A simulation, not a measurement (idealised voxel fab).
Process module, titled voxel capacitor over wiring
Cross-section cut: width 155 nm, square cells of 5 nm.
This document writes a cross-section as a grid whose cells are square, and gives it as bands, listed from the top down; one or more rows of cells form a band.
A band entry consists of two parts. The first gives the height of the band's top and the height of its bottom, in nm. The rest lists the band's materials from left to right, each with its width in nm. A single material labelled with the word "full width" fills the band from edge to edge, and the word "air" marks empty space.
The level at which height equals 0 is the one under which the wafer, as it arrives, is entirely one material. No lower edge exists for the bottom band, which continues downward and is notated as in "0 and below".
Think of "30..40" as a width that walks from the first number to the second as you go down the band, top row to bottom row, taking equal-sized steps from row to row.
"remained unchanged" (step): cross-section cells unchanged, all of them.
Heads up: "Closed void register" only lists the empty pockets with no open path to the top that are 8 cells or more, and it writes them as width x height at distance, distance from the left edge, in nm.
It should be noted that, on the line of a given step, the content following the step's settings is a remark produced by the simulator itself with respect to that step.
overlay nm: mask offset rightward from planned place, masked step; negative means leftward offset.
Plan
1 op RECEIVE | material Si
2 op CONFORMAL_DEP | material SiO2 | thk nm 15
3 op CONFORMAL_DEP | material SiN | thk nm 5
4 op DIRECTIONAL_DEP | material SiO2 | thk nm 25
5 op DIRECTIONAL_DEP | material aC | thk nm 15
6 op PATTERN | tone open | mask id METAL_1 | material resist | width nm 30 | pitch nm 80 | thk nm 35 | overlay nm 0
7 op DIRECTIONAL_ETCH | etch materials aC | depth nm 15
8 op STRIP | etch materials resist
9 op DIRECTIONAL_ETCH | etch materials SiO2 | depth nm 25
10 op DIRECTIONAL_ETCH | etch materials SiN | depth nm 5
11 op STRIP | etch materials aC
12 op CONFORMAL_DEP | material TiN | thk nm 5
13 op FILL_DEP | material Ru | thk nm 5
14 op CMP | height nm 45
15 op CONFORMAL_DEP | material SiCN | thk nm 5
16 op DIRECTIONAL_DEP | material lowk | thk nm 15
17 op MASKED_ETCH | tone open | mask id PLUG_1 | width nm 15 | etch materials lowk | depth nm 15 | overlay nm 0
18 op MASKED_ETCH | tone open | mask id PLUG_1 | width nm 15 | etch materials SiCN | depth nm 5 | overlay nm 0
19 op EPI | material Ru | thk nm 10
20 op EPI | material Ru | thk nm 10
21 op DIRECTIONAL_DEP | material TiN | thk nm 10
22 op DIRECTIONAL_DEP | material HfO2 | thk nm 5
23 op DIRECTIONAL_DEP | material TiN | thk nm 10
24 op DIRECTIONAL_DEP | material aC | thk nm 15
25 op PATTERN | tone cover | mask id UPPER_PLATE | material resist | width nm 55 | thk nm 30 | overlay nm 0
26 op DIRECTIONAL_ETCH | etch materials aC | depth nm 15
27 op STRIP | etch materials resist
28 op DIRECTIONAL_ETCH | etch materials TiN | depth nm 10
29 op DIRECTIONAL_ETCH | etch materials HfO2 | depth nm 5
30 op STRIP | etch materials aC
31 op DIRECTIONAL_DEP | material aC | thk nm 10
32 op PATTERN | tone cover | mask id LOWER_PLATE | material resist | width nm 65 | thk nm 30 | overlay nm 0
33 op DIRECTIONAL_ETCH | etch materials aC | depth nm 10
34 op STRIP | etch materials resist
35 op DIRECTIONAL_ETCH | etch materials TiN | depth nm 10
36 op STRIP | etch materials aC
37 op FILL_DEP | material SiO2 | thk nm 20
38 op CMP | height nm 105
39 op MASKED_ETCH | tone open | mask id PLUG_2 | width nm 15 | etch materials SiO2 | depth nm 15 | overlay nm 0
40 op CONFORMAL_DEP | material TiN | thk nm 5
41 op FILL_DEP | material Ru | thk nm 10
42 op CMP | height nm 105
43 op CONFORMAL_DEP | material SiCN | thk nm 5
First of the two wafers, run per plan
Shown in cross-section is the wafer as received, that is, as it stands after step 1
* 0 and below: Si full width
* Closed void register: none
Step 2 done - wafer cross-section
* 15 down to 0: SiO2 full width
* Beneath the level 0, the cross-section is identical to its previous state.
Step 3 done - wafer cross-section
* 20 down to 15: SiN full width
* Beneath the level 15, the cross-section is identical to its previous state.
Step 4 done - wafer cross-section
* 45 down to 20: SiO2 full width
* Beneath the level 20, the cross-section is identical to its previous state.
Step 5 done - wafer cross-section
* 60 down to 45: aC full width
* Beneath the level 45, the cross-section is identical to its previous state.
Step 6 done - wafer cross-section
* 95 down to 60: resist (20), air (30), resist (50), air (30), resist (25)
* Beneath the level 60, the cross-section is identical to its previous state.
Step 7 done - wafer cross-section
* 80 down to 60: resist (20), air (30), resist (50), air (30), resist (25)
* 60 down to 45: aC (20), air (30), aC (50), air (30), aC (25)
* Beneath the level 45, the cross-section is identical to its previous state.
Step 8 done - wafer cross-section
* 60 down to 45: aC (20), air (30), aC (50), air (30), aC (25)
* Beneath the level 45, the cross-section is identical to its previous state.
Step 9 done - wafer cross-section
* 60 down to 45: aC (20), air (30), aC (50), air (30), aC (25)
* 45 down to 20: SiO2 (20), air (30), SiO2 (50), air (30), SiO2 (25)
* Beneath the level 20, the cross-section is identical to its previous state.
Step 10 done - wafer cross-section
* 60 down to 45: aC (20), air (30), aC (50), air (30), aC (25)
* 45 down to 20: SiO2 (20), air (30), SiO2 (50), air (30), SiO2 (25)
* 20 down to 15: SiN (20), air (30), SiN (50), air (30), SiN (25)
* Beneath the level 15, the cross-section is identical to its previous state.
Step 11 done - wafer cross-section
* 45 down to 20: SiO2 (20), air (30), SiO2 (50), air (30), SiO2 (25)
* Beneath the level 20, the cross-section is identical to its previous state.
Step 12 done - wafer cross-section
* 50 down to 45: TiN (25), air (20), TiN (60), air (20), TiN (30)
* 45 down to 20: SiO2 (20), TiN (5), air (20), TiN (5), SiO2 (50), TiN (5), air (20), TiN (5), SiO2 (25)
* 20 down to 15: SiN (20), TiN (30), SiN (50), TiN (30), SiN (25)
* Beneath the level 15, the cross-section is identical to its previous state.
Step 13 done - wafer cross-section
* 55 down to 50: Ru full width
* 50 down to 45: TiN (25), Ru (20), TiN (60), Ru (20), TiN (30)
* 45 down to 20: SiO2 (20), TiN (5), Ru (20), TiN (5), SiO2 (50), TiN (5), Ru (20), TiN (5), SiO2 (25)
* Beneath the level 20, the cross-section is identical to its previous state.
Step 14 done - wafer cross-section
* 45 down to 20: SiO2 (20), TiN (5), Ru (20), TiN (5), SiO2 (50), TiN (5), Ru (20), TiN (5), SiO2 (25)
* Beneath the level 20, the cross-section is identical to its previous state.
Step 15 done - wafer cross-section
* 50 down to 45: SiCN full width
* Beneath the level 45, the cross-section is identical to its previous state.
Step 16 done - wafer cross-section
* 65 down to 50: lowk full width
* Beneath the level 50, the cross-section is identical to its previous state.
Step 17 done - wafer cross-section
* 65 down to 50: lowk (35), air (15), lowk (105)
* Beneath the level 50, the cross-section is identical to its previous state.
Step 18 done - wafer cross-section
* 65 down to 50: lowk (35), air (15), lowk (105)
* 50 down to 45: SiCN (35), air (15), SiCN (105)
* Beneath the level 45, the cross-section is identical to its previous state.
Step 19 done - wafer cross-section
* 65 down to 55: lowk (35), air (15), lowk (105)
* 55 down to 50: lowk (35), Ru (15), lowk (105)
* 50 down to 45: SiCN (35), Ru (15), SiCN (105)
* Beneath the level 45, the cross-section is identical to its previous state.
Step 20 done - wafer cross-section
* 65 down to 50: lowk (35), Ru (15), lowk (105)
* Beneath the level 50, the cross-section is identical to its previous state.
Step 21 done - wafer cross-section
* 75 down to 65: TiN full width
* Beneath the level 65, the cross-section is identical to its previous state.
Step 22 done - wafer cross-section
* 80 down to 75: HfO2 full width
* Beneath the level 75, the cross-section is identical to its previous state.
Step 23 done - wafer cross-section
* 90 down to 80: TiN full width
* Beneath the level 80, the cross-section is identical to its previous state.
Step 24 done - wafer cross-section
* 105 down to 90: aC full width
* Beneath the level 90, the cross-section is identical to its previous state.
Step 25 done - wafer cross-section
* 135 down to 105: air (35), resist (55), air (65)
* Beneath the level 105, the cross-section is identical to its previous state.
Step 26 done - wafer cross-section
* 120 down to 105: air (35), resist (55), air (65)
* 105 down to 90: air (35), aC (55), air (65)
* Beneath the level 90, the cross-section is identical to its previous state.
Step 27 done - wafer cross-section
* 105 down to 90: air (35), aC (55), air (65)
* Beneath the level 90, the cross-section is identical to its previous state.
Step 28 done - wafer cross-section
* 105 down to 90: air (35), aC (55), air (65)
* 90 down to 80: air (35), TiN (55), air (65)
* Beneath the level 80, the cross-section is identical to its previous state.
Step 29 done - wafer cross-section
* 105 down to 90: air (35), aC (55), air (65)
* 90 down to 80: air (35), TiN (55), air (65)
* 80 down to 75: air (35), HfO2 (55), air (65)
* Beneath the level 75, the cross-section is identical to its previous state.
Step 30 done - wafer cross-section
* 90 down to 80: air (35), TiN (55), air (65)
* Beneath the level 80, the cross-section is identical to its previous state.
Step 31 done - wafer cross-section
* 100 down to 90: air (35), aC (55), air (65)
* 90 down to 85: air (35), TiN (55), air (65)
* 85 down to 80: aC (35), TiN (55), aC (65)
* 80 down to 75: aC (35), HfO2 (55), aC (65)
* Beneath the level 75, the cross-section is identical to its previous state.
Step 32 done - wafer cross-section
* 130 down to 100: air (30), resist (65), air (60)
* 100 down to 90: air (30), resist (5), aC (55), resist (5), air (60)
* 90 down to 85: air (30), resist (5), TiN (55), resist (5), air (60)
* Beneath the level 85, the cross-section is identical to its previous state.
Step 33 done - wafer cross-section
* 120 down to 100: air (30), resist (65), air (60)
* 100 down to 90: air (30), resist (5), aC (55), resist (5), air (60)
* 90 down to 85: air (30), resist (5), TiN (55), resist (5), air (60)
* 85 down to 80: air (30), aC (5), TiN (55), aC (5), air (60)
* 80 down to 75: air (30), aC (5), HfO2 (55), aC (5), air (60)
* Beneath the level 75, the cross-section is identical to its previous state.
Step 34 done - wafer cross-section
* 100 down to 90: air (35), aC (55), air (65)
* 90 down to 85: air (35), TiN (55), air (65)
* Beneath the level 85, the cross-section is identical to its previous state.
Step 35 done - wafer cross-section
* 100 down to 90: air (35), aC (55), air (65)
* 90 down to 85: air (35), TiN (55), air (65)
* 85 down to 80: air (30), aC (5), TiN (55), aC (5), air (60)
* 80 down to 75: air (30), aC (5), HfO2 (55), aC (5), air (60)
* 75 down to 65: air (30), TiN (65), air (60)
* Beneath the level 65, the cross-section is identical to its previous state.
Step 36 done - wafer cross-section
* 90 down to 80: air (35), TiN (55), air (65)
* 80 down to 75: air (35), HfO2 (55), air (65)
* Beneath the level 75, the cross-section is identical to its previous state.
Step 37 done - wafer cross-section
* 110 down to 90: SiO2 full width
* 90 down to 80: SiO2 (35), TiN (55), SiO2 (65)
* 80 down to 75: SiO2 (35), HfO2 (55), SiO2 (65)
* 75 down to 65: SiO2 (30), TiN (65), SiO2 (60)
* Beneath the level 65, the cross-section is identical to its previous state.
Step 38 done - wafer cross-section
* 105 down to 90: SiO2 full width
* Beneath the level 90, the cross-section is identical to its previous state.
Step 39 done - wafer cross-section
* 105 down to 90: SiO2 (45), air (15), SiO2 (95)
* Beneath the level 90, the cross-section is identical to its previous state.
Step 40 done - wafer cross-section
* 110 down to 105: TiN (50), air (5), TiN (100)
* 105 down to 95: SiO2 (45), TiN (5), air (5), TiN (5), SiO2 (95)
* 95 down to 90: SiO2 (45), TiN (15), SiO2 (95)
* Beneath the level 90, the cross-section is identical to its previous state.
Step 41 done - wafer cross-section
* 120 down to 110: Ru full width
* 110 down to 105: TiN (50), Ru (5), TiN (100)
* 105 down to 95: SiO2 (45), TiN (5), Ru (5), TiN (5), SiO2 (95)
* Beneath the level 95, the cross-section is identical to its previous state.
Step 42 done - wafer cross-section
* 105 down to 95: SiO2 (45), TiN (5), Ru (5), TiN (5), SiO2 (95)
* Beneath the level 95, the cross-section is identical to its previous state.
Step 43 done - wafer cross-section
* 110 down to 105: SiCN full width
* Beneath the level 105, the cross-section is identical to its previous state.
It is to be noted that the second wafer proceeded from the same initial state and according to the same plan as the first, although one mistake was committed in its execution; through step 21, inclusive, the two wafers share an identical history
When step 22 should have ended
* 85 down to 65: TiN full width
* Beneath the level 65, the cross-section is identical to its previous state.
When step 23 should have ended
* 90 down to 85: HfO2 full width
* Beneath the level 85, the cross-section is identical to its previous state.
When step 24 should have ended
* 105 down to 90: aC full width
* Beneath the level 90, the cross-section is identical to its previous state.
When step 25 should have ended
* 135 down to 105: air (35), resist (55), air (65)
* Beneath the level 105, the cross-section is identical to its previous state.
When step 26 should have ended
* 120 down to 105: air (35), resist (55), air (65)
* 105 down to 90: air (35), aC (55), air (65)
* Beneath the level 90, the cross-section is identical to its previous state.
When step 27 should have ended
* 105 down to 90: air (35), aC (55), air (65)
* Beneath the level 90, the cross-section is identical to its previous state.
when step 28 should have ended: remained unchanged
When step 29 should have ended
* 105 down to 90: air (35), aC (55), air (65)
* 90 down to 85: air (35), HfO2 (55), air (65)
* Beneath the level 85, the cross-section is identical to its previous state.
When step 30 should have ended
* 90 down to 85: air (35), HfO2 (55), air (65)
* Beneath the level 85, the cross-section is identical to its previous state.
When step 31 should have ended
* 100 down to 95: air (35), aC (55), air (65)
* 95 down to 90: aC full width
* 90 down to 85: aC (35), HfO2 (55), aC (65)
* Beneath the level 85, the cross-section is identical to its previous state.
When step 32 should have ended
* 130 down to 100: air (30), resist (65), air (60)
* 100 down to 95: air (30), resist (5), aC (55), resist (5), air (60)
* Beneath the level 95, the cross-section is identical to its previous state.
When step 33 should have ended
* 120 down to 100: air (30), resist (65), air (60)
* 100 down to 95: air (30), resist (5), aC (55), resist (5), air (60)
* 95 down to 90: air (30), aC (65), air (60)
* 90 down to 85: air (30), aC (5), HfO2 (55), aC (5), air (60)
* Beneath the level 85, the cross-section is identical to its previous state.
When step 34 should have ended
* 100 down to 90: air (35..30), aC (55..65), air (65..60)
* Beneath the level 90, the cross-section is identical to its previous state.
When step 35 should have ended
* 100 down to 90: air (35..30), aC (55..65), air (65..60)
* 90 down to 85: air (30), aC (5), HfO2 (55), aC (5), air (60)
* 85 down to 75: air (30), TiN (65), air (60)
* Beneath the level 75, the cross-section is identical to its previous state.
When step 36 should have ended
* 90 down to 85: air (35), HfO2 (55), air (65)
* Beneath the level 85, the cross-section is identical to its previous state.
When step 37 should have ended
* 110 down to 90: SiO2 full width
* 90 down to 85: SiO2 (35), HfO2 (55), SiO2 (65)
* 85 down to 75: SiO2 (30), TiN (65), SiO2 (60)
* Beneath the level 75, the cross-section is identical to its previous state.
When step 38 should have ended
* 105 down to 90: SiO2 full width
* Beneath the level 90, the cross-section is identical to its previous state.
When step 39 should have ended
* 105 down to 90: SiO2 (45), air (15), SiO2 (95)
* Beneath the level 90, the cross-section is identical to its previous state.
When step 40 should have ended
* 110 down to 105: TiN (50), air (5), TiN (100)
* 105 down to 95: SiO2 (45), TiN (5), air (5), TiN (5), SiO2 (95)
* 95 down to 90: SiO2 (45), TiN (15), SiO2 (95)
* Beneath the level 90, the cross-section is identical to its previous state.
When step 41 should have ended
* 120 down to 110: Ru full width
* 110 down to 105: TiN (50), Ru (5), TiN (100)
* 105 down to 95: SiO2 (45), TiN (5), Ru (5), TiN (5), SiO2 (95)
* Beneath the level 95, the cross-section is identical to its previous state.
When step 42 should have ended
* 105 down to 95: SiO2 (45), TiN (5), Ru (5), TiN (5), SiO2 (95)
* Beneath the level 95, the cross-section is identical to its previous state.
When step 43 should have ended
* 110 down to 105: SiCN full width
* Beneath the level 105, the cross-section is identical to its previous state.
Against the plan, the run slipped here: steps 22 and 23 swapped
The closing comparison, in cells, has the second wafer with more or fewer of some materials than the first: 40 fewer of SiO2 | 40 more of TiN
